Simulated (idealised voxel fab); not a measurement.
Process module under the name voxel capacitor over wiring
Displayed cross-section: cut, width of 160 nm, square cells sized 5 nm.
We lay out every cross-section as a grid of square cells and spell it out in bands from the top down, where one band means one or more rows of cells.
Top height, bottom height, nm. Materials left to right, width each, nm. Single material + "all across" = fills band edge to edge. "air" = empty.
Basically, 0 is our baseline, since under it the wafer straight out of the box is all one material. The bottom band has no lower end and keeps on going down, so it looks like "0..down".
The expression "30->40" gives the width at the extremes of the band, the first number at its top row of cells and the second at its bottom row, with the width changing by equal amounts from each row to the next in between.
Step note "no modification" = no cross-section cell changed.
Empty spaces without an open route to the top, at least 8 cells in extent, make up the entry "Entrapped voids"; each is given as width x height at distance, where the distance is measured from the left edge, and all are in nm.
Note: text after step settings on the step line = simulator remark on that step.
overlay nm, on a step with a mask: how far to the right of its planned place the mask lay; to the left if negative

## The following list gives the planned process steps
1. RECEIVE (material Si)
2. CONFORMAL_DEP (material SiO2; thk nm 10)
3. CONFORMAL_DEP (material SiCN; thk nm 5)
4. DIRECTIONAL_DEP (material lowk; thk nm 15)
5. PATTERN (tone open; mask id METAL_1; material resist; width nm 20; pitch nm 85; thk nm 20; overlay nm 0)
6. DIRECTIONAL_ETCH (etch materials lowk; depth nm 15)
7. DIRECTIONAL_ETCH (etch materials SiCN; depth nm 5)
8. STRIP (etch materials resist)
9. CONFORMAL_DEP (material TiN; thk nm 5)
10. FILL_DEP (material Cu; thk nm 5)
11. CMP (height nm 30)
12. EPI (material Ru; thk nm 5)
13. FILL_DEP (material SiCN; thk nm 5)
14. DIRECTIONAL_DEP (material lowk; thk nm 10)
15. PATTERN (tone open; mask id PLUG_1; material resist; width nm 15; thk nm 15; overlay nm 0)
16. DIRECTIONAL_ETCH (etch materials lowk; depth nm 10)
17. DIRECTIONAL_ETCH (etch materials SiCN; depth nm 5)
18. STRIP (etch materials resist)
19. EPI (material Ru; thk nm 10)
20. EPI (material Ru; thk nm 5)
21. DIRECTIONAL_DEP (material TiN; thk nm 10)
22. DIRECTIONAL_DEP (material SiN; thk nm 5)
23. DIRECTIONAL_DEP (material TiN; thk nm 5)
24. MASKED_ETCH (tone cover; mask id UPPER_PLATE; width nm 70; etch materials TiN; depth nm 5; overlay nm 0)
25. MASKED_ETCH (tone cover; mask id UPPER_PLATE; width nm 70; etch materials SiN; depth nm 5; overlay nm 0)
26. PATTERN (tone cover; mask id LOWER_PLATE; material resist; width nm 80; thk nm 15; overlay nm 0)
27. DIRECTIONAL_ETCH (etch materials TiN; depth nm 10)
28. STRIP (etch materials resist)
29. FILL_DEP (material SiO2; thk nm 15)
30. CMP (height nm 80)
31. MASKED_ETCH (tone open; mask id PLUG_2; width nm 15; etch materials SiO2; depth nm 10; overlay nm 0)
32. CONFORMAL_DEP (material TiN; thk nm 5)
33. FILL_DEP (material W; thk nm 10)
34. CMP (height nm 80)
35. CONFORMAL_DEP (material SiN; thk nm 5)

## Cross-sectional view of the wafer in its as-received condition, corresponding to the state after step 1
    0..down = Si all across
    Entrapped voids: none

## End state of the module in cross-section, given the above starting point and plan and one mistake in execution
    85..80 = SiN all across
    80..75 = SiO2: 40  TiN: 5  W: 5  TiN: 5  SiO2: 105
    75..65 = SiO2: 40->30  TiN: 15->70  SiO2: 105->60
    65..60 = SiO2: 30  SiN: 70  SiO2: 60
    60..50 = SiO2: 25  TiN: 80  SiO2: 55
    50..40 = lowk: 25  Ru: 25  lowk: 110
    40..35 = SiCN: 25  Ru: 25  SiCN: 110
    35..30 = SiCN: 20  Ru: 30  SiCN: 55  Ru: 30  SiCN: 25
    30..15 = lowk: 25  TiN: 5  Cu: 10  TiN: 5  lowk: 65  TiN: 5  Cu: 10  TiN: 5  lowk: 30
    15..10 = SiCN: 25  TiN: 20  SiCN: 65  TiN: 20  SiCN: 30
    10..0 = SiO2 all across
    0..down = Si all across
    Entrapped voids: none
In executing the process, a mistake was made relative to the plan: contrary to plan, step 15 was performed as PATTERN (tone open; mask id PLUG_1; material resist; width nm 25; thk nm 15; overlay nm 0)
